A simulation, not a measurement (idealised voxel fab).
process module | voxel self aligned vias
cross-section cut | 280 nm wide | cells 5 nm
A cross-section is a grid of square cells, given in bands from the top down. A band is one or more rows of cells.
Each band's line starts with the height of the band's top and of its bottom, in nm. Then come its materials from left to right, each with its width in nm. One material with "throughout" fills the band from edge to edge. "air" is empty space.
Height 0 is the level under which the wafer as received is all one material. The lowest band goes on downwards, as in "0 down".
A width such as "30 to 40" changes by the same amount from each row of cells to the next, from the band's top row to its bottom row.
"no change" after a step means that no cell of the cross-section changed.
closed voids: empty space of 8 cells or more with no open way to the top, each as width x height at its distance from the left edge, in nm
after a step's settings: what the simulator itself notes on the step
overlay nm, on a step with a mask: how far to the right of its planned place the mask lay; to the left if negative
plan
1 op RECEIVE | material Si
2 op CONFORMAL_DEP | material SiO2 | thk nm 15
3 op CONFORMAL_DEP | material SiCN | thk nm 5
4 op DIRECTIONAL_DEP | material lowk | thk nm 30
5 op MASKED_ETCH | tone open | mask id LINES | width nm 25 | pitch nm 65 | etch materials lowk | depth nm 30 | overlay nm 0
6 op CONFORMAL_DEP | material TiN | thk nm 5
7 op FILL_DEP | material Ru | thk nm 5
8 op CMP | height nm 50
9 op SELECTIVE_ETCH | etch materials W Ru TiN | depth nm 10
10 op FILL_DEP | material SiN | thk nm 5
11 op CMP | height nm 50
12 op DIRECTIONAL_DEP | material lowk | thk nm 20
13 op PATTERN | tone open | mask id VIAS | material resist | width nm 35 | pitch nm 130 | thk nm 15 | overlay nm 0
14 op DIRECTIONAL_ETCH | etch materials lowk | depth nm 20
15 op DIRECTIONAL_ETCH | etch materials SiN | depth nm 10
16 op STRIP | etch materials resist
17 op CONFORMAL_DEP | material TiN | thk nm 5
18 op FILL_DEP | material Ru | thk nm 5
19 op CMP | height nm 70
20 op CONFORMAL_DEP | material SiN | thk nm 5
varied across the wafers: width nm of step 13. The plan shows the first wafer's value. All wafers start alike
first wafer as received, after step 1
  0 down: Si throughout
  closed voids: none
each wafer at the end: cells of each material gained (+) or lost (-) since it was received, then its closed voids
width nm 35 | +69 Ru | +56 SiCN | +66 SiN | +168 SiO2 | +67 TiN | +414 lowk | closed voids: none
width nm 40 | +75 Ru | +56 SiCN | +66 SiN | +168 SiO2 | +69 TiN | +406 lowk | closed voids: none
width nm 45 | +81 Ru | +56 SiCN | +66 SiN | +168 SiO2 | +71 TiN | +398 lowk | closed voids: none
width nm 50 | +87 Ru | +56 SiCN | +66 SiN | +168 SiO2 | +73 TiN | +390 lowk | closed voids: none
width nm 55 | +93 Ru | +56 SiCN | +66 SiN | +168 SiO2 | +75 TiN | +382 lowk | closed voids: none
width nm 60 | +99 Ru | +56 SiCN | +66 SiN | +168 SiO2 | +77 TiN | +374 lowk | closed voids: none
